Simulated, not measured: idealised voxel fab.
Process module heading - voxel tone inversion
Cross-section cut: width 175 nm, square cells of 5 nm.
The cross-sections in this document take the form of a grid made of square cells. They are written out as bands, in order from top to bottom. Each band consists of one or more rows of cells. Quick guide to a band line: top height, bottom height (nm) up front; then every material left to right with its width in nm. Only one material and it's marked "edge to edge"? Then it fills the band edge to edge. And "empty" just means empty space. For the purposes of this specification, 0 denotes the height below which the wafer in its as-received condition is composed wholly of one material, and the lowermost band, lacking a lower limit, extends downward without end, as expressed in "0 and below". When a width is written as two numbers, as in "30..40", the first number is the width in the top row of cells of the band and the second is the width in its bottom row, and the width changes by the same amount from each row to the next. "nothing different" for a step: no cell of the cross-section changed in that step. Voids not open to the top, 8 cells minimum: see "Trapped cavities". Written width x height at distance; distance is from the left edge; nm. Read whatever lies past the settings on a step's line as the simulator's own remark about the step. A step's line can hold "overlay nm"; with a mask on that step, the setting says how far right of the planned place the mask lay, while a negative setting says it lay to the left.
The steps planned for the process are as follows:
1: RECEIVE with material Si
2: CONFORMAL_DEP with material SiCN, thk nm 5
3: DIRECTIONAL_DEP with material aC, thk nm 25
4: PATTERN with tone cover, mask id POSTS, material resist, width nm 20, pitch nm 40, thk nm 30, overlay nm 0
5: DIRECTIONAL_ETCH with etch materials aC, depth nm 25
6: STRIP with etch materials resist
7: FILL_DEP with material lowk, thk nm 5
8: CMP with height nm 30
9: STRIP with etch materials aC
The first of two wafers, run as planned:
Cross-section, incoming material, after step 1:
> 0 and below  Si edge to edge
> Trapped cavities: none
Step 2 done - wafer cross-section:
> 5 down to 0  SiCN edge to edge
> At heights below 0, the structure remains unaltered.
Step 3 done - wafer cross-section:
> 30 down to 5  aC edge to edge
> At heights below 5, the structure remains unaltered.
Step 4 done - wafer cross-section:
> 60 down to 30  55 nm empty  20 nm resist  20 nm empty  20 nm resist  60 nm empty
> At heights below 30, the structure remains unaltered.
Step 5 done - wafer cross-section:
> 35 down to 30  55 nm empty  20 nm resist  20 nm empty  20 nm resist  60 nm empty
> 30 down to 5  55 nm empty  20 nm aC  20 nm empty  20 nm aC  60 nm empty
> At heights below 5, the structure remains unaltered.
Step 6 done - wafer cross-section:
> 30 down to 5  55 nm empty  20 nm aC  20 nm empty  20 nm aC  60 nm empty
> At heights below 5, the structure remains unaltered.
Step 7 done - wafer cross-section:
> 35 down to 30  lowk edge to edge
> 30 down to 5  55 nm lowk  20 nm aC  20 nm lowk  20 nm aC  60 nm lowk
> At heights below 5, the structure remains unaltered.
Step 8 done - wafer cross-section:
> 30 down to 5  55 nm lowk  20 nm aC  20 nm lowk  20 nm aC  60 nm lowk
> At heights below 5, the structure remains unaltered.
Step 9 done - wafer cross-section:
> 30 down to 5  55 nm lowk  20 nm empty  20 nm lowk  20 nm empty  60 nm lowk
> At heights below 5, the structure remains unaltered.
Wafer two of the pair: same origin, same plan, one error during the run; identical to wafer one up to and including step 3:
Planned end of step 4: second wafer, cross-section:
> 60 down to 30  55 nm empty  25 nm resist  15 nm empty  25 nm resist  55 nm empty
> At heights below 30, the structure remains unaltered.
Planned end of step 5: second wafer, cross-section:
> 35 down to 30  55 nm empty  25 nm resist  15 nm empty  25 nm resist  55 nm empty
> 30 down to 5  55 nm empty  25 nm aC  15 nm empty  25 nm aC  55 nm empty
> At heights below 5, the structure remains unaltered.
Planned end of step 6: second wafer, cross-section:
> 30 down to 5  55 nm empty  25 nm aC  15 nm empty  25 nm aC  55 nm empty
> At heights below 5, the structure remains unaltered.
Planned end of step 7: second wafer, cross-section:
> 35 down to 30  lowk edge to edge
> 30 down to 5  55 nm lowk  25 nm aC  15 nm lowk  25 nm aC  55 nm lowk
> At heights below 5, the structure remains unaltered.
Planned end of step 8: second wafer, cross-section:
> 30 down to 5  55 nm lowk  25 nm aC  15 nm lowk  25 nm aC  55 nm lowk
> At heights below 5, the structure remains unaltered.
Planned end of step 9: second wafer, cross-section:
> 30 down to 5  55 nm lowk  25 nm empty  15 nm lowk  25 nm empty  55 nm lowk
> At heights below 5, the structure remains unaltered.
What was done differently from what was planned? for step 4, the planned setting was not used; the step was instead run as PATTERN with tone cover, mask id POSTS, material resist, width nm 25, pitch nm 40, thk nm 30, overlay nm 0
Upon completion, the second wafer contains, in terms of cells, a greater or smaller amount of certain materials than the first wafer: lowk: 10 fewer
